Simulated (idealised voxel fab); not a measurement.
process module | voxel self aligned vias
cross-section cut | 300 nm wide | cells 5 nm
A cross-section is a grid of square cells, given in bands from the top down. A band is one or more rows of cells.
Each band's line starts with the height of the band's top and of its bottom, in nm. Then come its materials from left to right, each with its width in nm. One material with "throughout" fills the band from edge to edge. "air" is empty space.
Height 0 is the level under which the wafer as received is all one material. The lowest band goes on downwards, as in "0 down".
A width such as "30 to 40" changes by the same amount from each row of cells to the next, from the band's top row to its bottom row.
"no change" after a step means that no cell of the cross-section changed.
closed voids: empty space of 8 cells or more with no open way to the top, each as width x height at its distance from the left edge, in nm
after a step's settings: what the simulator itself notes on the step
overlay nm, on a step with a mask: how far to the right of its planned place the mask lay; to the left if negative
plan
1 op RECEIVE | material Si
2 op CONFORMAL_DEP | material SiO2 | thk nm 15
3 op CONFORMAL_DEP | material SiCN | thk nm 5
4 op DIRECTIONAL_DEP | material SiO2 | thk nm 25
5 op PATTERN | tone open | mask id LINES | material resist | width nm 20 | pitch nm 60 | thk nm 15 | overlay nm 0
6 op DIRECTIONAL_ETCH | etch materials SiO2 | depth nm 25
7 op STRIP | etch materials resist
8 op CONFORMAL_DEP | material TiN | thk nm 5
9 op FILL_DEP | material W | thk nm 10
10 op CMP | height nm 45
11 op SELECTIVE_ETCH | etch materials W Ru TiN | depth nm 5
12 op FILL_DEP | material SiN | thk nm 5
13 op CMP | height nm 45
14 op DIRECTIONAL_DEP | material SiO2 | thk nm 20
15 op DIRECTIONAL_DEP | material aC | thk nm 10
16 op PATTERN | tone open | mask id VIAS | material resist | width nm 40 | pitch nm 60 | thk nm 30 | overlay nm 0
17 op DIRECTIONAL_ETCH | etch materials aC | depth nm 10
18 op STRIP | etch materials resist
19 op DIRECTIONAL_ETCH | etch materials SiO2 | depth nm 20
20 op DIRECTIONAL_ETCH | etch materials SiN | depth nm 5
21 op STRIP | etch materials aC
22 op CONFORMAL_DEP | material TiN | thk nm 5
23 op FILL_DEP | material Ru | thk nm 10
24 op CMP | height nm 65
25 op CONFORMAL_DEP | material SiN | thk nm 5
first wafer, as planned
as received, after step 1
  0 down: Si throughout
  closed voids: none
after step 2
  15 to 0: SiO2 throughout
  below 0: unchanged
after step 3
  20 to 15: SiCN throughout
  below 15: unchanged
after step 4
  45 to 20: SiO2 throughout
  below 20: unchanged
after step 5
  60 to 45: resist 80 | air 20 | resist 40 | air 20 | resist 40 | air 20 | resist 80
  below 45: unchanged
after step 6
  60 to 45: resist 80 | air 20 | resist 40 | air 20 | resist 40 | air 20 | resist 80
  45 to 20: SiO2 80 | air 20 | SiO2 40 | air 20 | SiO2 40 | air 20 | SiO2 80
  below 20: unchanged
after step 7
  45 to 20: SiO2 80 | air 20 | SiO2 40 | air 20 | SiO2 40 | air 20 | SiO2 80
  below 20: unchanged
after step 8
  50 to 45: TiN 85 | air 10 | TiN 50 | air 10 | TiN 50 | air 10 | TiN 85
  45 to 25: SiO2 80 | TiN 5 | air 10 | TiN 5 | SiO2 40 | TiN 5 | air 10 | TiN 5 | SiO2 40 | TiN 5 | air 10 | TiN 5 | SiO2 80
  25 to 20: SiO2 80 | TiN 20 | SiO2 40 | TiN 20 | SiO2 40 | TiN 20 | SiO2 80
  below 20: unchanged
after step 9
  60 to 50: W throughout
  50 to 45: TiN 85 | W 10 | TiN 50 | W 10 | TiN 50 | W 10 | TiN 85
  45 to 25: SiO2 80 | TiN 5 | W 10 | TiN 5 | SiO2 40 | TiN 5 | W 10 | TiN 5 | SiO2 40 | TiN 5 | W 10 | TiN 5 | SiO2 80
  below 25: unchanged
after step 10
  45 to 25: SiO2 80 | TiN 5 | W 10 | TiN 5 | SiO2 40 | TiN 5 | W 10 | TiN 5 | SiO2 40 | TiN 5 | W 10 | TiN 5 | SiO2 80
  below 25: unchanged
after step 11
  45 to 40: SiO2 80 | air 20 | SiO2 40 | air 20 | SiO2 40 | air 20 | SiO2 80
  below 40: unchanged
after step 12
  50 to 45: SiN throughout
  45 to 40: SiO2 80 | SiN 20 | SiO2 40 | SiN 20 | SiO2 40 | SiN 20 | SiO2 80
  below 40: unchanged
after step 13
  45 to 40: SiO2 80 | SiN 20 | SiO2 40 | SiN 20 | SiO2 40 | SiN 20 | SiO2 80
  below 40: unchanged
after step 14
  65 to 45: SiO2 throughout
  below 45: unchanged
after step 15
  75 to 65: aC throughout
  below 65: unchanged
after step 16
  105 to 75: resist 70 | air 40 | resist 20 | air 40 | resist 20 | air 40 | resist 70
  below 75: unchanged
after step 17
  95 to 75: resist 70 | air 40 | resist 20 | air 40 | resist 20 | air 40 | resist 70
  75 to 65: aC 70 | air 40 | aC 20 | air 40 | aC 20 | air 40 | aC 70
  below 65: unchanged
after step 18
  75 to 65: aC 70 | air 40 | aC 20 | air 40 | aC 20 | air 40 | aC 70
  below 65: unchanged
after step 19
  75 to 65: aC 70 | air 40 | aC 20 | air 40 | aC 20 | air 40 | aC 70
  65 to 45: SiO2 70 | air 40 | SiO2 20 | air 40 | SiO2 20 | air 40 | SiO2 70
  below 45: unchanged
after step 20
  75 to 65: aC 70 | air 40 | aC 20 | air 40 | aC 20 | air 40 | aC 70
  65 to 45: SiO2 70 | air 40 | SiO2 20 | air 40 | SiO2 20 | air 40 | SiO2 70
  45 to 40: SiO2 80 | air 20 | SiO2 40 | air 20 | SiO2 40 | air 20 | SiO2 80
  below 40: unchanged
after step 21
  65 to 45: SiO2 70 | air 40 | SiO2 20 | air 40 | SiO2 20 | air 40 | SiO2 70
  below 45: unchanged
after step 22
  70 to 65: TiN 75 | air 30 | TiN 30 | air 30 | TiN 30 | air 30 | TiN 75
  65 to 50: SiO2 70 | TiN 5 | air 30 | TiN 5 | SiO2 20 | TiN 5 | air 30 | TiN 5 | SiO2 20 | TiN 5 | air 30 | TiN 5 | SiO2 70
  50 to 45: SiO2 70 | TiN 15 | air 10 | TiN 15 | SiO2 20 | TiN 15 | air 10 | TiN 15 | SiO2 20 | TiN 15 | air 10 | TiN 15 | SiO2 70
  45 to 40: SiO2 80 | TiN 20 | SiO2 40 | TiN 20 | SiO2 40 | TiN 20 | SiO2 80
  below 40: unchanged
after step 23
  80 to 70: Ru throughout
  70 to 65: TiN 75 | Ru 30 | TiN 30 | Ru 30 | TiN 30 | Ru 30 | TiN 75
  65 to 50: SiO2 70 | TiN 5 | Ru 30 | TiN 5 | SiO2 20 | TiN 5 | Ru 30 | TiN 5 | SiO2 20 | TiN 5 | Ru 30 | TiN 5 | SiO2 70
  50 to 45: SiO2 70 | TiN 15 | Ru 10 | TiN 15 | SiO2 20 | TiN 15 | Ru 10 | TiN 15 | SiO2 20 | TiN 15 | Ru 10 | TiN 15 | SiO2 70
  below 45: unchanged
after step 24
  65 to 50: SiO2 70 | TiN 5 | Ru 30 | TiN 5 | SiO2 20 | TiN 5 | Ru 30 | TiN 5 | SiO2 20 | TiN 5 | Ru 30 | TiN 5 | SiO2 70
  below 50: unchanged
after step 25
  70 to 65: SiN throughout
  below 65: unchanged
second wafer: like start, like plan, one mistake. Through step 22 it matches the first wafer
when step 23 should have ended
  80 to 70: SiN throughout
  70 to 65: TiN 75 | SiN 30 | TiN 30 | SiN 30 | TiN 30 | SiN 30 | TiN 75
  65 to 50: SiO2 70 | TiN 5 | SiN 30 | TiN 5 | SiO2 20 | TiN 5 | SiN 30 | TiN 5 | SiO2 20 | TiN 5 | SiN 30 | TiN 5 | SiO2 70
  50 to 45: SiO2 70 | TiN 15 | SiN 10 | TiN 15 | SiO2 20 | TiN 15 | SiN 10 | TiN 15 | SiO2 20 | TiN 15 | SiN 10 | TiN 15 | SiO2 70
  below 45: unchanged
when step 24 should have ended
  65 to 50: SiO2 70 | TiN 5 | SiN 30 | TiN 5 | SiO2 20 | TiN 5 | SiN 30 | TiN 5 | SiO2 20 | TiN 5 | SiN 30 | TiN 5 | SiO2 70
  below 50: unchanged
when step 25 should have ended
  70 to 65: SiN throughout
  below 65: unchanged
what went wrong: step 23 ran as: op FILL_DEP | material SiN | thk nm 10
at the end the second wafer has, in cells: 60 fewer of Ru | 60 more of SiN
